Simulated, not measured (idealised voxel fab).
The process module presented herein is designated voxel capacitor over wiring.
The cross-section shown here is cut; it is 235 nm wide and divided into square cells measuring 5 nm on a side.
Think of the cross-section as a grid of square cells. We describe it in bands, top to bottom, and each band covers one or more rows of those cells. Quick guide to a band line: top height, bottom height (nm) up front; then every material left to right with its width in nm. Only one material and it's marked "throughout"? Then it fills the band edge to edge. And "blank" just means empty space. Note: height 0 marks the level under which the wafer is uniformly one material as received. Lowest band unbounded below, written "z 0 and below". Width "30..40": first value at the band's top row of cells, second value at its bottom row, equal change from row to row. For the purposes of this document, the phrase "nothing changed" attached to a step denotes that no cell within the cross-section was modified by that step. "Encapsulated voids" enumerates empty spaces isolated from the top, with no open way to it, that contain at least 8 cells, giving each as width x height at distance from the left edge, all three in nm. Post-settings text on a step line: simulator's own remark regarding the step. You can add "overlay nm" to a step's line. For a step with a mask, it describes how far the mask lay to the right of its planned position, and a negative number describes a lay to the left.

-- Process steps (planned)
1. RECEIVE, material Si
2. CONFORMAL_DEP, material SiO2, thk nm 15
3. DIRECTIONAL_DEP, material TiN, thk nm 5
4. DIRECTIONAL_DEP, material W, thk nm 20
5. DIRECTIONAL_DEP, material aC, thk nm 15
6. PATTERN, tone cover, mask id METAL_1, material resist, width nm 25, pitch nm 85, thk nm 35, overlay nm 0
7. DIRECTIONAL_ETCH, etch materials aC, depth nm 15
8. STRIP, etch materials resist
9. DIRECTIONAL_ETCH, etch materials W, depth nm 20
10. DIRECTIONAL_ETCH, etch materials TiN, depth nm 5
11. STRIP, etch materials aC
12. FILL_DEP, material SiO2, thk nm 10
13. CMP, height nm 40
14. CONFORMAL_DEP, material SiCN, thk nm 5
15. DIRECTIONAL_DEP, material lowk, thk nm 15
16. MASKED_ETCH, tone open, mask id PLUG_1, width nm 15, etch materials lowk, depth nm 15, overlay nm 0
17. MASKED_ETCH, tone open, mask id PLUG_1, width nm 15, etch materials SiCN, depth nm 5, overlay nm 0
18. CONFORMAL_DEP, material TiN, thk nm 5
19. FILL_DEP, material Ru, thk nm 10
20. CMP, height nm 60
21. DIRECTIONAL_DEP, material TiN, thk nm 5
22. DIRECTIONAL_DEP, material SiN, thk nm 5
23. DIRECTIONAL_DEP, material TiN, thk nm 10
24. DIRECTIONAL_DEP, material aC, thk nm 10
25. PATTERN, tone cover, mask id UPPER_PLATE, material resist, width nm 65, thk nm 25, overlay nm 0
26. DIRECTIONAL_ETCH, etch materials aC, depth nm 10
27. STRIP, etch materials resist
28. DIRECTIONAL_ETCH, etch materials TiN, depth nm 10
29. DIRECTIONAL_ETCH, etch materials SiN, depth nm 5
30. STRIP, etch materials aC
31. DIRECTIONAL_DEP, material aC, thk nm 10
32. PATTERN, tone cover, mask id LOWER_PLATE, material resist, width nm 75, thk nm 30, overlay nm 0
33. DIRECTIONAL_ETCH, etch materials aC, depth nm 10
34. STRIP, etch materials resist
35. DIRECTIONAL_ETCH, etch materials TiN, depth nm 5
36. STRIP, etch materials aC
37. FILL_DEP, material SiO2, thk nm 15
38. CMP, height nm 90
39. PATTERN, tone open, mask id PLUG_2, material resist, width nm 15, thk nm 20, overlay nm 0
40. DIRECTIONAL_ETCH, etch materials SiO2, depth nm 10
41. STRIP, etch materials resist
42. CONFORMAL_DEP, material TiN, thk nm 5
43. FILL_DEP, material Cu, thk nm 5
44. CMP, height nm 90
45. CONFORMAL_DEP, material SiN, thk nm 5

-- Cross-section of the wafer as it came to us, i.e., already through step 1
z 0 and below | Si throughout
Encapsulated voids: none

-- Cross-section at module end, one run error; start and plan unchanged from above
z 95 to 90 | SiN throughout
z 90 to 85 | 80 nm SiO2  5 nm TiN  5 nm Cu  5 nm TiN  140 nm SiO2
z 85 to 80 | 80 nm SiO2  15 nm TiN  140 nm SiO2
z 80 to 75 | 70 nm SiO2  65 nm SiN  100 nm SiO2
z 75 to 70 | 65 nm SiO2  75 nm TiN  95 nm SiO2
z 70 to 60 | TiN throughout
z 60 to 45 | 70 nm lowk  5 nm TiN  5 nm Ru  5 nm TiN  150 nm lowk
z 45 to 40 | 70 nm SiCN  15 nm TiN  150 nm SiCN
z 40 to 20 | 60 nm SiO2  25 nm W  60 nm SiO2  25 nm W  65 nm SiO2
z 20 to 15 | 60 nm SiO2  25 nm TiN  60 nm SiO2  25 nm TiN  65 nm SiO2
z 15 to 0 | SiO2 throughout
z 0 and below | Si throughout
Encapsulated voids: none
The mistake made against the process plan was this: the processing plan was not followed for steps 22 and 23, which were run with their positions exchanged
